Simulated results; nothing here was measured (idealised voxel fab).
Process module in this document: voxel gate over fins
Shown is cross-section cut, with a width of 170 nm and square cells of size 5 nm.
Cross-sections here: square-cell grids, written as top-down lists of bands, a band being one or more rows of cells. Quick guide to a band line: top height, bottom height (nm) up front; then every material left to right with its width in nm. Only one material and it's marked "full width"? Then it fills the band edge to edge. And "empty" just means empty space. Convention: height 0 is the level below which the wafer, as received, is all one material. The lowest band does not terminate at the bottom but continues downward, represented as "0 down". With a width like "30 to 40", each row of cells in the band differs from the next by the same amount, the top row carrying the first number and the bottom row the second. Key: "nothing got changed" - step with no changed cell in the cross-section. Reported under the label "Sealed void inventory" are the empty spaces having no open way to the top and comprising 8 cells or more; the notation for each is width x height at distance, in which the distance is measured from the left edge and all three values are in nm. Text after the settings on a step's line: the simulator's own remark on that step. For masked steps, "overlay nm" on the step line gives how far right of plan the mask actually lay; a minus sign means it lay to the left.
THE PLANNED PROCESS STEPS ARE ENUMERATED HEREUNDER
1: RECEIVE: material Si
2: CONFORMAL_DEP: material SiN, thk nm 10
3: DIRECTIONAL_DEP: material aC, thk nm 15
4: PATTERN: tone cover, mask id FINS, material resist, width nm 15, pitch nm 35, thk nm 30, overlay nm 0
5: DIRECTIONAL_ETCH: etch materials aC, depth nm 15
6: STRIP: etch materials resist
7: DIRECTIONAL_ETCH: etch materials SiN, depth nm 10
8: DIRECTIONAL_ETCH: etch materials Si, depth nm 40
9: STRIP: etch materials aC
10: OXIDIZE: depth nm 5
11: FILL_DEP: material SiO2, thk nm 15
12: CMP: height nm 10
13: SELECTIVE_ETCH: etch materials SiO2, depth nm 25
14: STRIP: etch materials SiN
15: CONFORMAL_DEP: material HfO2, thk nm 5
16: CONFORMAL_DEP: material TiN, thk nm 5
17: CONFORMAL_DEP: material TiAl, thk nm 5
18: CONFORMAL_DEP: material TiN, thk nm 5
19: FILL_DEP: material W, thk nm 15
20: CMP: height nm 30
21: CONFORMAL_DEP: material SiCN, thk nm 5
INCOMING WAFER, CROSS-SECTIONAL VIEW, POST STEP 1
    0 down  Si full width
    Sealed void inventory: none
AS-PLANNED RUN: CROSS-SECTION OF THE FIRST OF TWO WAFERS AT END OF MODULE
    35 to 30  SiCN full width
    30 to 20  W full width
    20 to 15  W: 10, then TiN: 150, then W: 10
    15 to 10  W: 10, then TiN: 5, then TiAl: 140, then TiN: 5, then W: 10
    10 to 5  W: 10, then TiN: 5, then TiAl: 5, then TiN: 25, then TiAl: 10, then TiN: 25, then TiAl: 10, then TiN: 25, then TiAl: 10, then TiN: 25, then TiAl: 5, then TiN: 5, then W: 10
    5 to 0  TiN: 15, then TiAl: 5, then TiN: 5, then HfO2: 15, then TiN: 5, then TiAl: 10, then TiN: 5, then HfO2: 15, then TiN: 5, then TiAl: 10, then TiN: 5, then HfO2: 15, then TiN: 5, then TiAl: 10, then TiN: 5, then HfO2: 15, then TiN: 5, then TiAl: 5, then TiN: 15
    0 to -5  TiAl: 20, then TiN: 5, then HfO2: 5, then Si: 5, then HfO2: 5, then TiN: 5, then TiAl: 10, then TiN: 5, then HfO2: 5, then Si: 5, then HfO2: 5, then TiN: 5, then TiAl: 10, then TiN: 5, then HfO2: 5, then Si: 5, then HfO2: 5, then TiN: 5, then TiAl: 10, then TiN: 5, then HfO2: 5, then Si: 5, then HfO2: 5, then TiN: 5, then TiAl: 20
    -5 to -10  TiN: 25, then HfO2: 5, then Si: 5, then HfO2: 5, then TiN: 20, then HfO2: 5, then Si: 5, then HfO2: 5, then TiN: 20, then HfO2: 5, then Si: 5, then HfO2: 5, then TiN: 20, then HfO2: 5, then Si: 5, then HfO2: 5, then TiN: 25
    -10 to -15  HfO2: 30, then Si: 5, then HfO2: 30, then Si: 5, then HfO2: 30, then Si: 5, then HfO2: 30, then Si: 5, then HfO2: 30
    -15 to -45  SiO2: 30, then Si: 5, then SiO2: 30, then Si: 5, then SiO2: 30, then Si: 5, then SiO2: 30, then Si: 5, then SiO2: 30
    -45 down  Si full width
    Sealed void inventory: none
END OF MODULE, SECOND WAFER, CROSS-SECTION. STARTED LIKE THE FIRST, PLANNED LIKE THE FIRST, RUN WITH ONE MISTAKE
    35 to 30  SiCN full width
    30 to 20  W full width
    20 to 15  W: 10, then TiN: 150, then W: 10
    15 to 10  W: 10, then TiN: 5, then TiAl: 140, then TiN: 5, then W: 10
    10 to 5  W: 10, then TiN: 5, then TiAl: 5, then HfO2: 25, then TiAl: 10, then HfO2: 25, then TiAl: 10, then HfO2: 25, then TiAl: 10, then HfO2: 25, then TiAl: 5, then TiN: 5, then W: 10
    5 to 0  TiN: 15, then TiAl: 5, then HfO2: 5, then TiN: 15, then HfO2: 5, then TiAl: 10, then HfO2: 5, then TiN: 15, then HfO2: 5, then TiAl: 10, then HfO2: 5, then TiN: 15, then HfO2: 5, then TiAl: 10, then HfO2: 5, then TiN: 15, then HfO2: 5, then TiAl: 5, then TiN: 15
    0 to -5  TiAl: 20, then HfO2: 5, then TiN: 5, then Si: 5, then TiN: 5, then HfO2: 5, then TiAl: 10, then HfO2: 5, then TiN: 5, then Si: 5, then TiN: 5, then HfO2: 5, then TiAl: 10, then HfO2: 5, then TiN: 5, then Si: 5, then TiN: 5, then HfO2: 5, then TiAl: 10, then HfO2: 5, then TiN: 5, then Si: 5, then TiN: 5, then HfO2: 5, then TiAl: 20
    -5 to -10  HfO2: 25, then TiN: 5, then Si: 5, then TiN: 5, then HfO2: 20, then TiN: 5, then Si: 5, then TiN: 5, then HfO2: 20, then TiN: 5, then Si: 5, then TiN: 5, then HfO2: 20, then TiN: 5, then Si: 5, then TiN: 5, then HfO2: 25
    -10 to -15  TiN: 30, then Si: 5, then TiN: 30, then Si: 5, then TiN: 30, then Si: 5, then TiN: 30, then Si: 5, then TiN: 30
    -15 to -45  SiO2: 30, then Si: 5, then SiO2: 30, then Si: 5, then SiO2: 30, then Si: 5, then SiO2: 30, then Si: 5, then SiO2: 30
    -45 down  Si full width
    Sealed void inventory: none
Here's what went sideways: sequence error: steps 15 and 16 interchanged
Cell counts per material: same on both final wafers. Positions: different.
